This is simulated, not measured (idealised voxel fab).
process module | voxel self aligned contacts
cross-section cut | 230 nm wide | cells 5 nm
A cross-section is a grid of square cells, given in bands from the top down. A band is one or more rows of cells.
Each band's line starts with the height of the band's top and of its bottom, in nm. Then come its materials from left to right, each with its width in nm. One material with "throughout" fills the band from edge to edge. "air" is empty space.
Height 0 is the level under which the wafer as received is all one material. The lowest band goes on downwards, as in "0 down".
A width such as "30 to 40" changes by the same amount from each row of cells to the next, from the band's top row to its bottom row.
"no change" after a step means that no cell of the cross-section changed.
closed voids: empty space of 8 cells or more with no open way to the top, each as width x height at its distance from the left edge, in nm
after a step's settings: what the simulator itself notes on the step
overlay nm, on a step with a mask: how far to the right of its planned place the mask lay; to the left if negative
Each pair below shows a cross-section before one step and the cross-section after it, down to the lowest band that changed. The line under each pair gives the step between them, with its settings. The pairs can come from different runs of this module on the same starting wafer, so a pair continues from the pair above only where its "before" says so.
before
  70 to 55: aC 50 | air 55 | aC 20 | air 55 | aC 50
  55 to 50: SiO2 throughout
  50 to 30: SiO2 15 | SiN 55 | SiO2 20 | SiN 55 | SiO2 20 | SiN 55 | SiO2 10
  30 to 0: SiO2 15 | SiN 10 | polySi 35 | SiN 10 | SiO2 20 | SiN 10 | polySi 35 | SiN 10 | SiO2 20 | SiN 10 | polySi 35 | SiN 10 | SiO2 10
  0 to -5: SiO2 throughout
  -5 down: Si throughout
  closed voids: none
after
  70 to 55: aC 50 | air 55 | aC 20 | air 55 | aC 50
  55 to 50: SiO2 50 | air 55 | SiO2 20 | air 55 | SiO2 50
  50 to 30: SiO2 15 | SiN 55 | air 20 | SiN 55 | air 20 | SiN 55 | SiO2 10
  30 to 0: SiO2 15 | SiN 10 | polySi 35 | SiN 10 | air 20 | SiN 10 | polySi 35 | SiN 10 | air 20 | SiN 10 | polySi 35 | SiN 10 | SiO2 10
  0 to -5: SiO2 70 | air 20 | SiO2 55 | air 20 | SiO2 65
  below -5: unchanged
  closed voids: none
the step between: op DIRECTIONAL_ETCH | etch materials SiO2 | depth nm 60
before: the cross-section after the pair above
after
  55 to 50: SiO2 50 | air 55 | SiO2 20 | air 55 | SiO2 50
  below 50: unchanged
  closed voids: none
the step between: op STRIP | etch materials aC
before: the cross-section after the pair above
after
  60 to 55: TiN 55 | air 45 | TiN 30 | air 45 | TiN 55
  55 to 50: SiO2 50 | TiN 25 | air 10 | TiN 20 | SiO2 20 | TiN 25 | air 10 | TiN 20 | SiO2 50
  50 to 30: SiO2 15 | SiN 55 | TiN 5 | air 10 | TiN 5 | SiN 55 | TiN 5 | air 10 | TiN 5 | SiN 55 | SiO2 10
  30 to 0: SiO2 15 | SiN 10 | polySi 35 | SiN 10 | TiN 5 | air 10 | TiN 5 | SiN 10 | polySi 35 | SiN 10 | TiN 5 | air 10 | TiN 5 | SiN 10 | polySi 35 | SiN 10 | SiO2 10
  0 to -5: SiO2 70 | TiN 20 | SiO2 55 | TiN 20 | SiO2 65
  below -5: unchanged
  closed voids: none
the step between: op CONFORMAL_DEP | material TiN | thk nm 5
before: the cross-section after the pair above
after
  65 to 60: Ru throughout
  60 to 55: TiN 55 | Ru 45 | TiN 30 | Ru 45 | TiN 55
  55 to 50: SiO2 50 | TiN 25 | Ru 10 | TiN 20 | SiO2 20 | TiN 25 | Ru 10 | TiN 20 | SiO2 50
  50 to 30: SiO2 15 | SiN 55 | TiN 5 | Ru 10 | TiN 5 | SiN 55 | TiN 5 | Ru 10 | TiN 5 | SiN 55 | SiO2 10
  30 to 0: SiO2 15 | SiN 10 | polySi 35 | SiN 10 | TiN 5 | Ru 10 | TiN 5 | SiN 10 | polySi 35 | SiN 10 | TiN 5 | Ru 10 | TiN 5 | SiN 10 | polySi 35 | SiN 10 | SiO2 10
  below 0: unchanged
  closed voids: none
the step between: op FILL_DEP | material Ru | thk nm 5
before: the cross-section after the pair above
after
  55 to 50: SiO2 50 | TiN 25 | Ru 10 | TiN 20 | SiO2 20 | TiN 25 | Ru 10 | TiN 20 | SiO2 50
  below 50: unchanged
  closed voids: none
the step between: op CMP | height nm 55
before: the cross-section after the pair above
after
  60 to 55: SiCN throughout
  below 55: unchanged
  closed voids: none
the step between: op CONFORMAL_DEP | material SiCN | thk nm 5
before
  50 to 30: air 25 | SiN 30 | air 45 | SiN 30 | air 45 | SiN 30 | air 25
  30 to 0: polySi throughout
  0 to -5: SiO2 throughout
  -5 down: Si throughout
  closed voids: none
after
  50 to 30: air 25 | SiN 30 | air 45 | SiN 30 | air 45 | SiN 30 | air 25
  30 to 0: air 25 | polySi 40 | air 35 | polySi 40 | air 35 | polySi 40 | air 15
  below 0: unchanged
  closed voids: none
the step between: op MASKED_ETCH | tone cover | mask id GATE | width nm 30 | pitch nm 75 | etch materials polySi | depth nm 30 | overlay nm 10
before: the cross-section after the pair above
after
  60 to 40: air 15 | SiN 50 | air 25 | SiN 50 | air 25 | SiN 50 | air 15
  40 to 30: air 15 | SiN 60 | air 15 | SiN 60 | air 15 | SiN 60 | air 5
  30 to 10: air 15 | SiN 10 | polySi 40 | SiN 10 | air 15 | SiN 10 | polySi 40 | SiN 10 | air 15 | SiN 10 | polySi 40 | SiN 10 | air 5
  10 to 0: SiN 25 | polySi 40 | SiN 35 | polySi 40 | SiN 35 | polySi 40 | SiN 15
  below 0: unchanged
  closed voids: none
the step between: op CONFORMAL_DEP | material SiN | thk nm 10
before: the cross-section after the pair above
after
  50 to 30: air 15 | SiN 50 | air 25 | SiN 50 | air 25 | SiN 50 | air 15
  30 to 0: air 15 | SiN 10 | polySi 40 | SiN 10 | air 15 | SiN 10 | polySi 40 | SiN 10 | air 15 | SiN 10 | polySi 40 | SiN 10 | air 5
  below 0: unchanged
  closed voids: none
the step between: op DIRECTIONAL_ETCH | etch materials SiN | depth nm 10
before: the cross-section after the pair above
after
  65 to 50: SiO2 throughout
  50 to 30: SiO2 15 | SiN 50 | SiO2 25 | SiN 50 | SiO2 25 | SiN 50 | SiO2 15
  30 to 0: SiO2 15 | SiN 10 | polySi 40 | SiN 10 | SiO2 15 | SiN 10 | polySi 40 | SiN 10 | SiO2 15 | SiN 10 | polySi 40 | SiN 10 | SiO2 5
  below 0: unchanged
  closed voids: none
the step between: op FILL_DEP | material SiO2 | thk nm 15
before: the cross-section after the pair above
after
  55 to 50: SiO2 throughout
  below 50: unchanged
  closed voids: none
the step between: op CMP | height nm 55
before: the cross-section after the pair above
after
  70 to 55: aC throughout
  below 55: unchanged
  closed voids: none
the step between: op DIRECTIONAL_DEP | material aC | thk nm 15
before: the cross-section after the pair above
after
  105 to 70: resist 50 | air 55 | resist 20 | air 55 | resist 50
  below 70: unchanged
  closed voids: none
the step between: op PATTERN | tone open | mask id CONTACT | material resist | width nm 55 | pitch nm 75 | thk nm 35 | overlay nm 0
before: the cross-section after the pair above
after
  90 to 70: resist 50 | air 55 | resist 20 | air 55 | resist 50
  70 to 55: aC 50 | air 55 | aC 20 | air 55 | aC 50
  below 55: unchanged
  closed voids: none
the step between: op DIRECTIONAL_ETCH | etch materials aC | depth nm 15
before: the cross-section after the pair above
after
  70 to 55: aC 50 | air 55 | aC 20 | air 55 | aC 50
  below 55: unchanged
  closed voids: none
the step between: op STRIP | etch materials resist
before: the cross-section after the pair above
after
  70 to 55: aC 50 | air 55 | aC 20 | air 55 | aC 50
  55 to 50: SiO2 50 | air 55 | SiO2 20 | air 55 | SiO2 50
  50 to 30: SiO2 15 | SiN 50 | air 25 | SiN 50 | air 25 | SiN 50 | SiO2 15
  30 to 0: SiO2 15 | SiN 10 | polySi 40 | SiN 10 | air 15 | SiN 10 | polySi 40 | SiN 10 | air 15 | SiN 10 | polySi 40 | SiN 10 | SiO2 5
  0 to -5: SiO2 75 | air 15 | SiO2 60 | air 15 | SiO2 65
  below -5: unchanged
  closed voids: none
the step between: op DIRECTIONAL_ETCH | etch materials SiO2 | depth nm 60
before: the cross-section after the pair above
after
  55 to 50: SiO2 50 | air 55 | SiO2 20 | air 55 | SiO2 50
  below 50: unchanged
  closed voids: none
the step between: op STRIP | etch materials aC
before: the cross-section after the pair above
after
  60 to 55: TiN 55 | air 45 | TiN 30 | air 45 | TiN 55
  55 to 50: SiO2 50 | TiN 20 | air 15 | TiN 20 | SiO2 20 | TiN 20 | air 15 | TiN 20 | SiO2 50
  50 to 35: SiO2 15 | SiN 50 | TiN 5 | air 15 | TiN 5 | SiN 50 | TiN 5 | air 15 | TiN 5 | SiN 50 | SiO2 15
  35 to 30: SiO2 15 | SiN 50 | TiN 15 | air 5 | TiN 5 | SiN 50 | TiN 15 | air 5 | TiN 5 | SiN 50 | SiO2 15
  30 to 0: SiO2 15 | SiN 10 | polySi 40 | SiN 10 | TiN 5 | air 5 | TiN 5 | SiN 10 | polySi 40 | SiN 10 | TiN 5 | air 5 | TiN 5 | SiN 10 | polySi 40 | SiN 10 | SiO2 5
  0 to -5: SiO2 75 | TiN 15 | SiO2 60 | TiN 15 | SiO2 65
  below -5: unchanged
  closed voids: none
the step between: op CONFORMAL_DEP | material TiN | thk nm 5
before: the cross-section after the pair above
after
  65 to 60: Ru throughout
  60 to 55: TiN 55 | Ru 45 | TiN 30 | Ru 45 | TiN 55
  55 to 50: SiO2 50 | TiN 20 | Ru 15 | TiN 20 | SiO2 20 | TiN 20 | Ru 15 | TiN 20 | SiO2 50
  50 to 35: SiO2 15 | SiN 50 | TiN 5 | Ru 15 | TiN 5 | SiN 50 | TiN 5 | Ru 15 | TiN 5 | SiN 50 | SiO2 15
  35 to 30: SiO2 15 | SiN 50 | TiN 15 | Ru 5 | TiN 5 | SiN 50 | TiN 15 | Ru 5 | TiN 5 | SiN 50 | SiO2 15
  30 to 0: SiO2 15 | SiN 10 | polySi 40 | SiN 10 | TiN 5 | Ru 5 | TiN 5 | SiN 10 | polySi 40 | SiN 10 | TiN 5 | Ru 5 | TiN 5 | SiN 10 | polySi 40 | SiN 10 | SiO2 5
  below 0: unchanged
  closed voids: none
the step between: op FILL_DEP | material Ru | thk nm 5
before: the cross-section after the pair above
after
  55 to 50: SiO2 50 | TiN 20 | Ru 15 | TiN 20 | SiO2 20 | TiN 20 | Ru 15 | TiN 20 | SiO2 50
  below 50: unchanged
  closed voids: none
the step between: op CMP | height nm 55
before: the cross-section after the pair above
after
  60 to 55: SiCN throughout
  below 55: unchanged
  closed voids: none
the step between: op CONFORMAL_DEP | material SiCN | thk nm 5
before
  0 to -5: SiO2 throughout
  -5 down: Si throughout
  closed voids: none
after
  30 to -5: SiO2 throughout
  below -5: unchanged
  closed voids: none
the step between: op DIRECTIONAL_DEP | material SiO2 | thk nm 30
before: the cross-section after the pair above
after
  50 to 30: SiN throughout
  below 30: unchanged
  closed voids: none
the step between: op DIRECTIONAL_DEP | material SiN | thk nm 20
before: the cross-section after the pair above
after
  50 to 30: air 25 | SiN 30 | air 45 | SiN 30 | air 45 | SiN 30 | air 25
  below 30: unchanged
  closed voids: none
the step between: op MASKED_ETCH | tone cover | mask id GATE | width nm 30 | pitch nm 75 | etch materials SiN | depth nm 20 | overlay nm 0
before: the cross-section after the pair above
after
  60 to 40: air 15 | SiN 50 | air 25 | SiN 50 | air 25 | SiN 50 | air 15
  40 to 30: SiN throughout
  below 30: unchanged
  closed voids: none
the step between: op CONFORMAL_DEP | material SiN | thk nm 10
before: the cross-section after the pair above
after
  50 to 30: air 15 | SiN 50 | air 25 | SiN 50 | air 25 | SiN 50 | air 15
  below 30: unchanged
  closed voids: none
the step between: op DIRECTIONAL_ETCH | etch materials SiN | depth nm 10
before: the cross-section after the pair above
after
  65 to 50: SiO2 throughout
  50 to 30: SiO2 15 | SiN 50 | SiO2 25 | SiN 50 | SiO2 25 | SiN 50 | SiO2 15
  below 30: unchanged
  closed voids: none
the step between: op FILL_DEP | material SiO2 | thk nm 15
before: the cross-section after the pair above
after
  55 to 50: SiO2 throughout
  below 50: unchanged
  closed voids: none
the step between: op CMP | height nm 55
before: the cross-section after the pair above
after
  70 to 55: aC throughout
  below 55: unchanged
  closed voids: none
the step between: op DIRECTIONAL_DEP | material aC | thk nm 15
before: the cross-section after the pair above
after
  105 to 70: resist 50 | air 55 | resist 20 | air 55 | resist 50
  below 70: unchanged
  closed voids: none
the step between: op PATTERN | tone open | mask id CONTACT | material resist | width nm 55 | pitch nm 75 | thk nm 35 | overlay nm 0
before: the cross-section after the pair above
after
  90 to 70: resist 50 | air 55 | resist 20 | air 55 | resist 50
  70 to 55: aC 50 | air 55 | aC 20 | air 55 | aC 50
  below 55: unchanged
  closed voids: none
the step between: op DIRECTIONAL_ETCH | etch materials aC | depth nm 15
before: the cross-section after the pair above
after
  70 to 55: aC 50 | air 55 | aC 20 | air 55 | aC 50
  below 55: unchanged
  closed voids: none
the step between: op STRIP | etch materials resist
before: the cross-section after the pair above
after
  70 to 55: aC 50 | air 55 | aC 20 | air 55 | aC 50
  55 to 50: SiO2 50 | air 55 | SiO2 20 | air 55 | SiO2 50
  50 to 30: SiO2 15 | SiN 50 | air 25 | SiN 50 | air 25 | SiN 50 | SiO2 15
  30 to -5: SiO2 65 | air 25 | SiO2 50 | air 25 | SiO2 65
  below -5: unchanged
  closed voids: none
the step between: op DIRECTIONAL_ETCH | etch materials SiO2 | depth nm 60
before: the cross-section after the pair above
after
  55 to 50: SiO2 50 | air 55 | SiO2 20 | air 55 | SiO2 50
  below 50: unchanged
  closed voids: none
the step between: op STRIP | etch materials aC
before: the cross-section after the pair above
after
  60 to 55: TiN 55 | air 45 | TiN 30 | air 45 | TiN 55
  55 to 50: SiO2 50 | TiN 20 | air 15 | TiN 20 | SiO2 20 | TiN 20 | air 15 | TiN 20 | SiO2 50
  50 to 30: SiO2 15 | SiN 50 | TiN 5 | air 15 | TiN 5 | SiN 50 | TiN 5 | air 15 | TiN 5 | SiN 50 | SiO2 15
  30 to 0: SiO2 65 | TiN 5 | air 15 | TiN 5 | SiO2 50 | TiN 5 | air 15 | TiN 5 | SiO2 65
  0 to -5: SiO2 65 | TiN 25 | SiO2 50 | TiN 25 | SiO2 65
  below -5: unchanged
  closed voids: none
the step between: op CONFORMAL_DEP | material TiN | thk nm 5
before: the cross-section after the pair above
after
  65 to 60: Ru throughout
  60 to 55: TiN 55 | Ru 45 | TiN 30 | Ru 45 | TiN 55
  55 to 50: SiO2 50 | TiN 20 | Ru 15 | TiN 20 | SiO2 20 | TiN 20 | Ru 15 | TiN 20 | SiO2 50
  50 to 30: SiO2 15 | SiN 50 | TiN 5 | Ru 15 | TiN 5 | SiN 50 | TiN 5 | Ru 15 | TiN 5 | SiN 50 | SiO2 15
  30 to 0: SiO2 65 | TiN 5 | Ru 15 | TiN 5 | SiO2 50 | TiN 5 | Ru 15 | TiN 5 | SiO2 65
  below 0: unchanged
  closed voids: none
the step between: op FILL_DEP | material Ru | thk nm 5
before: the cross-section after the pair above
after
  55 to 50: SiO2 50 | TiN 20 | Ru 15 | TiN 20 | SiO2 20 | TiN 20 | Ru 15 | TiN 20 | SiO2 50
  below 50: unchanged
  closed voids: none
the step between: op CMP | height nm 55
before: the cross-section after the pair above
after
  60 to 55: SiCN throughout
  below 55: unchanged
  closed voids: none
the step between: op CONFORMAL_DEP | material SiCN | thk nm 5
before
  50 to 30: SiN throughout
  30 to 0: polySi throughout
  0 to -5: SiO2 throughout
  -5 down: Si throughout
  closed voids: none
after
  50 to 30: SiN 25 | air 30 | SiN 45 | air 30 | SiN 45 | air 30 | SiN 25
  below 30: unchanged
  closed voids: none
the step between: op MASKED_ETCH | tone open | mask id GATE | width nm 30 | pitch nm 75 | etch materials SiN | depth nm 20 | overlay nm 0
before: the cross-section after the pair above
after
  60 to 40: SiN 35 | air 10 | SiN 65 | air 10 | SiN 65 | air 10 | SiN 35
  40 to 30: SiN throughout
  below 30: unchanged
  closed voids: none
the step between: op CONFORMAL_DEP | material SiN | thk nm 10
before: the cross-section after the pair above
after
  50 to 30: SiN 35 | air 10 | SiN 65 | air 10 | SiN 65 | air 10 | SiN 35
  below 30: unchanged
  closed voids: none
the step between: op DIRECTIONAL_ETCH | etch materials SiN | depth nm 10
before: the cross-section after the pair above
after
  65 to 50: SiO2 throughout
  50 to 30: SiN 35 | SiO2 10 | SiN 65 | SiO2 10 | SiN 65 | SiO2 10 | SiN 35
  below 30: unchanged
  closed voids: none
the step between: op FILL_DEP | material SiO2 | thk nm 15
before: the cross-section after the pair above
after
  55 to 50: SiO2 throughout
  below 50: unchanged
  closed voids: none
the step between: op CMP | height nm 55
before: the cross-section after the pair above
after
  70 to 55: aC throughout
  below 55: unchanged
  closed voids: none
the step between: op DIRECTIONAL_DEP | material aC | thk nm 15
before: the cross-section after the pair above
after
  105 to 70: resist 50 | air 55 | resist 20 | air 55 | resist 50
  below 70: unchanged
  closed voids: none
the step between: op PATTERN | tone open | mask id CONTACT | material resist | width nm 55 | pitch nm 75 | thk nm 35 | overlay nm 0
before: the cross-section after the pair above
after
  90 to 70: resist 50 | air 55 | resist 20 | air 55 | resist 50
  70 to 55: aC 50 | air 55 | aC 20 | air 55 | aC 50
  below 55: unchanged
  closed voids: none
the step between: op DIRECTIONAL_ETCH | etch materials aC | depth nm 15
before: the cross-section after the pair above
after
  70 to 55: aC 50 | air 55 | aC 20 | air 55 | aC 50
  below 55: unchanged
  closed voids: none
the step between: op STRIP | etch materials resist
before: the cross-section after the pair above
after
  70 to 55: aC 50 | air 55 | aC 20 | air 55 | aC 50
  55 to 50: SiO2 50 | air 55 | SiO2 20 | air 55 | SiO2 50
  below 50: unchanged
  closed voids: none
the step between: op DIRECTIONAL_ETCH | etch materials SiO2 | depth nm 60
before: the cross-section after the pair above
after
  55 to 50: SiO2 50 | air 55 | SiO2 20 | air 55 | SiO2 50
  below 50: unchanged
  closed voids: none
the step between: op STRIP | etch materials aC
before: the cross-section after the pair above
after
  60 to 55: TiN 55 | air 45 | TiN 30 | air 45 | TiN 55
  55 to 50: SiO2 50 | TiN 55 | SiO2 20 | TiN 55 | SiO2 50
  below 50: unchanged
  closed voids: none
the step between: op CONFORMAL_DEP | material TiN | thk nm 5
before: the cross-section after the pair above
after
  65 to 60: Ru throughout
  60 to 55: TiN 55 | Ru 45 | TiN 30 | Ru 45 | TiN 55
  below 55: unchanged
  closed voids: none
the step between: op FILL_DEP | material Ru | thk nm 5
before: the cross-section after the pair above
after
  55 to 50: SiO2 50 | TiN 55 | SiO2 20 | TiN 55 | SiO2 50
  below 50: unchanged
  closed voids: none
the step between: op CMP | height nm 55
before: the cross-section after the pair above
after
  60 to 55: SiCN throughout
  below 55: unchanged
  closed voids: none
the step between: op CONFORMAL_DEP | material SiCN | thk nm 5
